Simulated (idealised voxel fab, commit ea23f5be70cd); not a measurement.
process module | voxel quadruple lines
cross-section cut | 150 nm wide | cells 5 nm
A cross-section is a grid of square cells, given in bands from the top down. A band is one or more rows of cells.
Each band's line starts with the height of the band's top and of its bottom, in nm. Then come its materials from left to right, each with its width in nm. One material with "throughout" fills the band from edge to edge. "air" is empty space.
Height 0 is the level under which the wafer as received is all one material. The lowest band goes on downwards, as in "0 down".
A width such as "30 to 40" changes by the same amount from each row of cells to the next, from the band's top row to its bottom row.
"no change" after a step means that no cell of the cross-section changed.
closed voids: empty space of 8 cells or more with no open way to the top, each as width x height at its distance from the left edge, in nm
after a step's settings: what the simulator itself notes on the step
overlay nm, on a step with a mask: how far to the right of its planned place the mask lay; to the left if negative
plan
1 op RECEIVE | material Si
2 op CONFORMAL_DEP | material Al2O3 | thk nm 10
3 op DIRECTIONAL_DEP | material W | thk nm 10
4 op DIRECTIONAL_DEP | material polySi | thk nm 20
5 op DIRECTIONAL_DEP | material aC | thk nm 20
6 op PATTERN | tone cover | mask id MANDREL | material resist | width nm 30 | thk nm 30 | overlay nm 0
7 op DIRECTIONAL_ETCH | etch materials aC | depth nm 20
8 op STRIP | etch materials resist
9 op CONFORMAL_DEP | material SiO2 | thk nm 10
10 op DIRECTIONAL_ETCH | etch materials SiO2 | depth nm 10
11 op STRIP | etch materials aC
12 op DIRECTIONAL_ETCH | etch materials polySi | depth nm 20
13 op STRIP | etch materials SiO2
14 op CONFORMAL_DEP | material SiCN | thk nm 10
15 op DIRECTIONAL_ETCH | etch materials SiCN | depth nm 10
16 op STRIP | etch materials polySi
17 op DIRECTIONAL_ETCH | etch materials W | depth nm 10
18 op STRIP | etch materials SiCN
first wafer, as planned
as received, after step 1
  0 down: Si throughout
  closed voids: none
after step 2
  10 to 0: Al2O3 throughout
  below 0: unchanged
after step 3
  20 to 10: W throughout
  below 10: unchanged
after step 4
  40 to 20: polySi throughout
  below 20: unchanged
after step 5
  60 to 40: aC throughout
  below 40: unchanged
after step 6
  90 to 60: air 60 | resist 30 | air 60
  below 60: unchanged
after step 7
  70 to 60: air 60 | resist 30 | air 60
  60 to 40: air 60 | aC 30 | air 60
  below 40: unchanged
after step 8
  60 to 40: air 60 | aC 30 | air 60
  below 40: unchanged
after step 9
  70 to 60: air 50 | SiO2 50 | air 50
  60 to 50: air 50 | SiO2 10 | aC 30 | SiO2 10 | air 50
  50 to 40: SiO2 60 | aC 30 | SiO2 60
  below 40: unchanged
after step 10
  60 to 40: air 50 | SiO2 10 | aC 30 | SiO2 10 | air 50
  below 40: unchanged
after step 11
  60 to 40: air 50 | SiO2 10 | air 30 | SiO2 10 | air 50
  below 40: unchanged
after step 12
  60 to 40: air 50 | SiO2 10 | air 30 | SiO2 10 | air 50
  40 to 20: air 50 | polySi 10 | air 30 | polySi 10 | air 50
  below 20: unchanged
after step 13
  40 to 20: air 50 | polySi 10 | air 30 | polySi 10 | air 50
  below 20: unchanged
after step 14
  50 to 40: air 40 | SiCN 30 | air 10 | SiCN 30 | air 40
  40 to 30: air 40 | SiCN 10 | polySi 10 | SiCN 10 | air 10 | SiCN 10 | polySi 10 | SiCN 10 | air 40
  30 to 20: SiCN 50 | polySi 10 | SiCN 30 | polySi 10 | SiCN 50
  below 20: unchanged
after step 15
  40 to 20: air 40 | SiCN 10 | polySi 10 | SiCN 10 | air 10 | SiCN 10 | polySi 10 | SiCN 10 | air 40
  below 20: unchanged
after step 16
  40 to 20: air 40 | SiCN 10 | air 10 | SiCN 10 | air 10 | SiCN 10 | air 10 | SiCN 10 | air 40
  below 20: unchanged
after step 17
  40 to 20: air 40 | SiCN 10 | air 10 | SiCN 10 | air 10 | SiCN 10 | air 10 | SiCN 10 | air 40
  20 to 10: air 40 | W 10 | air 10 | W 10 | air 10 | W 10 | air 10 | W 10 | air 40
  below 10: unchanged
after step 18
  20 to 10: air 40 | W 10 | air 10 | W 10 | air 10 | W 10 | air 10 | W 10 | air 40
  below 10: unchanged
second wafer: like start, like plan, one mistake. Through step 1 it matches the first wafer
when step 2 should have ended: no change
when step 3 should have ended
  10 to 0: W throughout
  below 0: unchanged
when step 4 should have ended
  30 to 10: polySi throughout
  below 10: unchanged
when step 5 should have ended
  50 to 30: aC throughout
  below 30: unchanged
when step 6 should have ended
  80 to 50: air 60 | resist 30 | air 60
  below 50: unchanged
when step 7 should have ended
  60 to 50: air 60 | resist 30 | air 60
  50 to 30: air 60 | aC 30 | air 60
  below 30: unchanged
when step 8 should have ended
  50 to 30: air 60 | aC 30 | air 60
  below 30: unchanged
when step 9 should have ended
  60 to 50: air 50 | SiO2 50 | air 50
  50 to 40: air 50 | SiO2 10 | aC 30 | SiO2 10 | air 50
  40 to 30: SiO2 60 | aC 30 | SiO2 60
  below 30: unchanged
when step 10 should have ended
  50 to 30: air 50 | SiO2 10 | aC 30 | SiO2 10 | air 50
  below 30: unchanged
when step 11 should have ended
  50 to 30: air 50 | SiO2 10 | air 30 | SiO2 10 | air 50
  below 30: unchanged
when step 12 should have ended
  50 to 30: air 50 | SiO2 10 | air 30 | SiO2 10 | air 50
  30 to 10: air 50 | polySi 10 | air 30 | polySi 10 | air 50
  below 10: unchanged
when step 13 should have ended
  30 to 10: air 50 | polySi 10 | air 30 | polySi 10 | air 50
  below 10: unchanged
when step 14 should have ended
  40 to 30: air 40 | SiCN 30 | air 10 | SiCN 30 | air 40
  30 to 20: air 40 | SiCN 10 | polySi 10 | SiCN 10 | air 10 | SiCN 10 | polySi 10 | SiCN 10 | air 40
  20 to 10: SiCN 50 | polySi 10 | SiCN 30 | polySi 10 | SiCN 50
  below 10: unchanged
when step 15 should have ended
  30 to 10: air 40 | SiCN 10 | polySi 10 | SiCN 10 | air 10 | SiCN 10 | polySi 10 | SiCN 10 | air 40
  below 10: unchanged
when step 16 should have ended
  30 to 10: air 40 | SiCN 10 | air 10 | SiCN 10 | air 10 | SiCN 10 | air 10 | SiCN 10 | air 40
  below 10: unchanged
when step 17 should have ended
  30 to 10: air 40 | SiCN 10 | air 10 | SiCN 10 | air 10 | SiCN 10 | air 10 | SiCN 10 | air 40
  10 to 0: air 40 | W 10 | air 10 | W 10 | air 10 | W 10 | air 10 | W 10 | air 40
  below 0: unchanged
when step 18 should have ended
  10 to 0: air 40 | W 10 | air 10 | W 10 | air 10 | W 10 | air 10 | W 10 | air 40
  below 0: unchanged
what went wrong: step 2 was left out
at the end the second wafer has, in cells: 60 fewer of Al2O3
